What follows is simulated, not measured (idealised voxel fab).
Name of the process module below: voxel capacitor over wiring
Shown is cross-section cut, with a width of 180 nm and square cells of size 5 nm.
Throughout this document, each cross-section is represented as a grid of square cells and is presented as a sequence of bands enumerated from the top downward, where a band comprises one or more rows of cells. Band entry format. Leading values: height of top, height of bottom, nm. Remainder: materials in left-to-right order, each with its width in nm. Special words: "all across" on a single material, which then fills the band edge to edge; "blank", empty space. Ref level 0: as-received wafer is one material below here. Bottom band extends down with no lower bound ("0..down"). Width "30 to 40": first value at the band's top row of cells, second value at its bottom row, equal change from row to row. Key: "no modification" - step with no changed cell in the cross-section. Heads up: "Internal closed voids" only lists the empty pockets with no open path to the top that are 8 cells or more, and it writes them as width x height at distance, distance from the left edge, in nm. Past the settings on a step's line: simulator remark, on that step. overlay nm: how far to the right of its planned place the mask lay on this masked step (negative: to the left).
## These are the steps we planned for the process
| 1 | RECEIVE: material Si |
| 2 | CONFORMAL_DEP: material SiO2, thk nm 15 |
| 3 | CONFORMAL_DEP: material SiN, thk nm 5 |
| 4 | DIRECTIONAL_DEP: material lowk, thk nm 20 |
| 5 | DIRECTIONAL_DEP: material aC, thk nm 10 |
| 6 | PATTERN: tone open, mask id METAL_1, material resist, width nm 25, pitch nm 75, thk nm 30, overlay nm 0 |
| 7 | DIRECTIONAL_ETCH: etch materials aC, depth nm 10 |
| 8 | STRIP: etch materials resist |
| 9 | DIRECTIONAL_ETCH: etch materials lowk, depth nm 20 |
| 10 | DIRECTIONAL_ETCH: etch materials SiN, depth nm 5 |
| 11 | STRIP: etch materials aC |
| 12 | CONFORMAL_DEP: material TiN, thk nm 5 |
| 13 | FILL_DEP: material W, thk nm 10 |
| 14 | CMP: height nm 40 |
| 15 | CONFORMAL_DEP: material SiCN, thk nm 5 |
| 16 | DIRECTIONAL_DEP: material lowk, thk nm 15 |
| 17 | DIRECTIONAL_DEP: material aC, thk nm 15 |
| 18 | PATTERN: tone open, mask id PLUG_1, material resist, width nm 15, thk nm 35, overlay nm 0 |
| 19 | DIRECTIONAL_ETCH: etch materials aC, depth nm 15 |
| 20 | STRIP: etch materials resist |
| 21 | DIRECTIONAL_ETCH: etch materials lowk, depth nm 15 |
| 22 | DIRECTIONAL_ETCH: etch materials SiCN, depth nm 5 |
| 23 | STRIP: etch materials aC |
| 24 | CONFORMAL_DEP: material TiN, thk nm 5 |
| 25 | FILL_DEP: material Ru, thk nm 5 |
| 26 | CMP: height nm 60 |
| 27 | DIRECTIONAL_DEP: material TiN, thk nm 10 |
| 28 | DIRECTIONAL_DEP: material Al2O3, thk nm 5 |
| 29 | DIRECTIONAL_DEP: material TiN, thk nm 5 |
| 30 | PATTERN: tone cover, mask id UPPER_PLATE, material resist, width nm 55, thk nm 20, overlay nm 0 |
| 31 | DIRECTIONAL_ETCH: etch materials TiN, depth nm 5 |
| 32 | DIRECTIONAL_ETCH: etch materials Al2O3, depth nm 5 |
| 33 | STRIP: etch materials resist |
| 34 | PATTERN: tone cover, mask id LOWER_PLATE, material resist, width nm 65, thk nm 20, overlay nm 0 |
| 35 | DIRECTIONAL_ETCH: etch materials TiN, depth nm 10 |
| 36 | STRIP: etch materials resist |
| 37 | FILL_DEP: material SiO2, thk nm 20 |
| 38 | CMP: height nm 95 |
| 39 | DIRECTIONAL_DEP: material aC, thk nm 15 |
| 40 | PATTERN: tone open, mask id PLUG_2, material resist, width nm 15, thk nm 30, overlay nm 0 |
| 41 | DIRECTIONAL_ETCH: etch materials aC, depth nm 15 |
| 42 | STRIP: etch materials resist |
| 43 | DIRECTIONAL_ETCH: etch materials SiO2, depth nm 15 |
| 44 | STRIP: etch materials aC |
| 45 | CONFORMAL_DEP: material TiN, thk nm 5 |
| 46 | FILL_DEP: material Cu, thk nm 10 |
| 47 | CMP: height nm 95 |
| 48 | CONFORMAL_DEP: material SiN, thk nm 5 |
## Here's what the wafer looked like in cross-section when it arrived - that's after step 1
* 0..down: Si all across
* Internal closed voids: none
## Run as planned - first of the two wafers cross-sectioned at the end of the module
* 100..95: SiN all across
* 95..85: SiO2=60 | TiN=5 | Cu=5 | TiN=5 | SiO2=105
* 85..75: SiO2=60 to 50 | TiN=15 to 55 | SiO2=105 to 75
* 75..70: SiO2=50 | Al2O3=55 | SiO2=75
* 70..60: SiO2=45 | TiN=65 | SiO2=70
* 60..45: lowk=50 | TiN=5 | Ru=5 | TiN=5 | lowk=115
* 45..40: SiCN=50 | TiN=15 | SiCN=115
* 40..20: lowk=40 | TiN=5 | W=15 | TiN=5 | lowk=50 | TiN=5 | W=15 | TiN=5 | lowk=40
* 20..15: SiN=40 | TiN=25 | SiN=50 | TiN=25 | SiN=40
* 15..0: SiO2 all across
* 0..down: Si all across
* Internal closed voids: none
## Cross-section, wafer two of two, end of module: same start and plan as wafer one, one error in execution
* 100..95: SiN all across
* 95..85: SiO2=60 | TiN=5 | SiO2=5 | TiN=5 | SiO2=105
* 85..75: SiO2=60 to 50 | TiN=15 to 55 | SiO2=105 to 75
* 75..70: SiO2=50 | Al2O3=55 | SiO2=75
* 70..60: SiO2=45 | TiN=65 | SiO2=70
* 60..45: lowk=50 | TiN=5 | Ru=5 | TiN=5 | lowk=115
* 45..40: SiCN=50 | TiN=15 | SiCN=115
* 40..20: lowk=40 | TiN=5 | W=15 | TiN=5 | lowk=50 | TiN=5 | W=15 | TiN=5 | lowk=40
* 20..15: SiN=40 | TiN=25 | SiN=50 | TiN=25 | SiN=40
* 15..0: SiO2 all across
* 0..down: Si all across
* Internal closed voids: none
In executing the process, a mistake was made relative to the plan: step 46 ran as: FILL_DEP: material SiO2, thk nm 10
The final cell counts differ between the wafers, with the second having more or fewer of some materials than the first: 2 fewer of Cu; 2 more of SiO2
